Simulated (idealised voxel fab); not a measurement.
Process module heading - voxel capacitor over wiring
Section cut is 155 nm wide and gridded with 5 nm square cells.
A cross-section is written here as square cells arranged in a grid, and it is given in bands from the top down, each band taking up one or more rows of cells. The entry gives the band's vertical extent as a top height and a bottom height in nm, then its horizontal make-up as materials from left to right, each with a width in nm. "blank" stands for empty space; a single material marked "all across" fills the band edge to edge. Zero point of the height axis is 0; under it, received wafer = one material. Lowest band: continues down indefinitely, "from 0 down". The notation "30..40" denotes a width that varies across the rows of cells in the band, beginning at the first number in the top row, finishing at the second number in the bottom row, and changing by an identical amount from each row to the next. "remained unchanged" -> step changed no cross-section cell. "Closed void listing" means: voids of 8 cells or more that are shut off from the top with no open way through. Written width x height at distance, distance from the left edge, in nm. What comes after the settings on a step's line is commentary from the simulator itself on that step. The setting "overlay nm" may be written on the line of a step. When the step uses a mask, the value reports how far to the right of the planned place the mask lay, and a negative value reports that it lay to the left.

LIST OF PLANNED PROCESS STEPS
| 1 | RECEIVE,material Si |
| 2 | CONFORMAL_DEP,material SiO2,thk nm 10 |
| 3 | DIRECTIONAL_DEP,material TiN,thk nm 5 |
| 4 | DIRECTIONAL_DEP,material Ru,thk nm 20 |
| 5 | DIRECTIONAL_DEP,material aC,thk nm 10 |
| 6 | PATTERN,tone cover,mask id METAL_1,material resist,width nm 25,pitch nm 95,thk nm 30,overlay nm 0 |
| 7 | DIRECTIONAL_ETCH,etch materials aC,depth nm 10 |
| 8 | STRIP,etch materials resist |
| 9 | DIRECTIONAL_ETCH,etch materials Ru,depth nm 20 |
| 10 | DIRECTIONAL_ETCH,etch materials TiN,depth nm 5 |
| 11 | STRIP,etch materials aC |
| 12 | CONFORMAL_DEP,material SiN,thk nm 5 |
| 13 | FILL_DEP,material lowk,thk nm 5 |
| 14 | CMP,height nm 35 |
| 15 | CONFORMAL_DEP,material SiCN,thk nm 5 |
| 16 | DIRECTIONAL_DEP,material lowk,thk nm 15 |
| 17 | PATTERN,tone open,mask id PLUG_1,material resist,width nm 15,thk nm 15,overlay nm 0 |
| 18 | DIRECTIONAL_ETCH,etch materials lowk,depth nm 15 |
| 19 | DIRECTIONAL_ETCH,etch materials SiCN,depth nm 5 |
| 20 | STRIP,etch materials resist |
| 21 | EPI,material Ru,thk nm 10 |
| 22 | EPI,material Ru,thk nm 10 |
| 23 | DIRECTIONAL_DEP,material TiN,thk nm 5 |
| 24 | DIRECTIONAL_DEP,material Al2O3,thk nm 5 |
| 25 | DIRECTIONAL_DEP,material TiN,thk nm 10 |
| 26 | PATTERN,tone cover,mask id UPPER_PLATE,material resist,width nm 75,thk nm 20,overlay nm 0 |
| 27 | DIRECTIONAL_ETCH,etch materials TiN,depth nm 10 |
| 28 | DIRECTIONAL_ETCH,etch materials Al2O3,depth nm 5 |
| 29 | STRIP,etch materials resist |
| 30 | PATTERN,tone cover,mask id LOWER_PLATE,material resist,width nm 85,thk nm 20,overlay nm 0 |
| 31 | DIRECTIONAL_ETCH,etch materials TiN,depth nm 5 |
| 32 | STRIP,etch materials resist |
| 33 | FILL_DEP,material SiO2,thk nm 15 |
| 34 | CMP,height nm 85 |
| 35 | DIRECTIONAL_DEP,material aC,thk nm 10 |
| 36 | PATTERN,tone open,mask id PLUG_2,material resist,width nm 15,thk nm 25,overlay nm 0 |
| 37 | DIRECTIONAL_ETCH,etch materials aC,depth nm 10 |
| 38 | STRIP,etch materials resist |
| 39 | DIRECTIONAL_ETCH,etch materials SiO2,depth nm 10 |
| 40 | STRIP,etch materials aC |
| 41 | CONFORMAL_DEP,material TiN,thk nm 5 |
| 42 | FILL_DEP,material Ru,thk nm 10 |
| 43 | CMP,height nm 85 |
| 44 | CONFORMAL_DEP,material SiCN,thk nm 5 |

RECEIVED-STATE CROSS-SECTION, REFLECTING COMPLETION OF STEP 1
	from 0 down  Si all across
	Closed void listing: none

RESULT OF THE MODULE, CROSS-SECTIONED: START PER ABOVE, PLAN PER ABOVE, ONE ERROR IN HOW IT WAS RUN
	from 90 to 85  SiCN all across
	from 85 to 80  SiO2 35 nm; TiN 5 nm; Ru 5 nm; TiN 5 nm; SiO2 105 nm
	from 80 to 75  SiO2 35 nm; TiN 15 nm; SiO2 105 nm
	from 75 to 70  SiO2 20 nm; TiN 5 nm; SiO2 75 nm; TiN 5 nm; SiO2 50 nm
	from 70 to 65  TiN 25 nm; SiO2 75 nm; TiN 55 nm
	from 65 to 60  Al2O3 25 nm; SiO2 75 nm; Al2O3 55 nm
	from 60 to 55  TiN all across
	from 55 to 40  lowk 25 nm; Ru 15 nm; lowk 115 nm
	from 40 to 35  SiCN 25 nm; Ru 15 nm; SiCN 115 nm
	from 35 to 15  lowk 10 nm; SiN 5 nm; Ru 25 nm; SiN 5 nm; lowk 60 nm; SiN 5 nm; Ru 25 nm; SiN 5 nm; lowk 15 nm
	from 15 to 10  SiN 15 nm; TiN 25 nm; SiN 70 nm; TiN 25 nm; SiN 20 nm
	from 10 to 0  SiO2 all across
	from 0 down  Si all across
	Closed void listing: none
what went wrong: step 26 ran with different settings than intended, the actual operation and settings being PATTERN,tone open,mask id UPPER_PLATE,material resist,width nm 75,thk nm 20,overlay nm 0
